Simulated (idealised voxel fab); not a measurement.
Module name: voxel gate over fins (process module)
Xsec cut, 155 nm wide, square cell size 5 nm.
Each cross-section below is a grid of square cells, stated as bands in top-down order, with one or more rows of cells making up each band. Heights first: top, then bottom, in nm. Then materials, left to right, each with a width in nm. "everywhere" on a single material: fills the band edge to edge. "blank": empty space. Counting heights begins at 0, where everything beneath is, in the wafer as received, one material. The lowest band has no bottom; it goes on downwards, as "from 0 down" shows. Note: "30->40" means the width goes from the first number (top row of the band) to the second number (bottom row) in equal steps per row of cells. No cell of the cross-section changed in a step that is given as "stayed the same". The label "Non-vented voids" introduces a list of the empty spaces, 8 cells or larger, that have no open way up to the top; each entry in it reads width x height at distance, where the distance is taken from the left edge and all three are stated in nm. Where a step's line continues beyond its settings, the continuation is a remark by the simulator itself on that step. The optional step-line setting "overlay nm" applies to steps with a mask and quantifies how far to the right of its planned location the mask lay, a negative value indicating leftward placement.
Process steps - plan:
1: RECEIVE with material Si
2: CONFORMAL_DEP with material SiN, thk nm 10
3: DIRECTIONAL_DEP with material aC, thk nm 10
4: PATTERN with tone cover, mask id FINS, material resist, width nm 15, pitch nm 35, thk nm 30, overlay nm 0
5: DIRECTIONAL_ETCH with etch materials aC, depth nm 10
6: STRIP with etch materials resist
7: DIRECTIONAL_ETCH with etch materials SiN, depth nm 10
8: DIRECTIONAL_ETCH with etch materials Si, depth nm 40
9: STRIP with etch materials aC
10: FILL_DEP with material SiO2, thk nm 10
11: CMP with height nm 10
12: SELECTIVE_ETCH with etch materials SiO2, depth nm 25
13: STRIP with etch materials SiN
14: CONFORMAL_DEP with material HfO2, thk nm 5
15: CONFORMAL_DEP with material TiN, thk nm 5
16: FILL_DEP with material W, thk nm 10
17: CMP with height nm 15
18: CONFORMAL_DEP with material SiN, thk nm 10
Cross-section: wafer on arrival = after step 1:
* from 0 down  Si everywhere
* Non-vented voids: none
Result of the module, cross-sectioned: start per above, plan per above, one error in how it was run:
* from 25 to 15  SiN everywhere
* from 15 to 10  W everywhere
* from 10 to 5  W: 50; TiN: 70; W: 35
* from 5 to 0  W: 50; TiN: 5; HfO2: 25; TiN: 10; HfO2: 25; TiN: 5; W: 35
* from 0 to -5  W: 50; TiN: 5; HfO2: 5; Si: 15; HfO2: 5; TiN: 10; HfO2: 5; Si: 15; HfO2: 5; TiN: 5; W: 35
* from -5 to -10  TiN: 55; HfO2: 5; Si: 15; HfO2: 5; TiN: 10; HfO2: 5; Si: 15; HfO2: 5; TiN: 40
* from -10 to -15  HfO2: 60; Si: 15; HfO2: 20; Si: 15; HfO2: 45
* from -15 to -40  SiO2: 60; Si: 15; SiO2: 20; Si: 15; SiO2: 45
* from -40 down  Si everywhere
* Non-vented voids: none
Error vs. plan: step 4 was not run as planned; what actually ran was PATTERN with tone cover, mask id FINS, material resist, width nm 15, pitch nm 35, thk nm 30, overlay nm 10
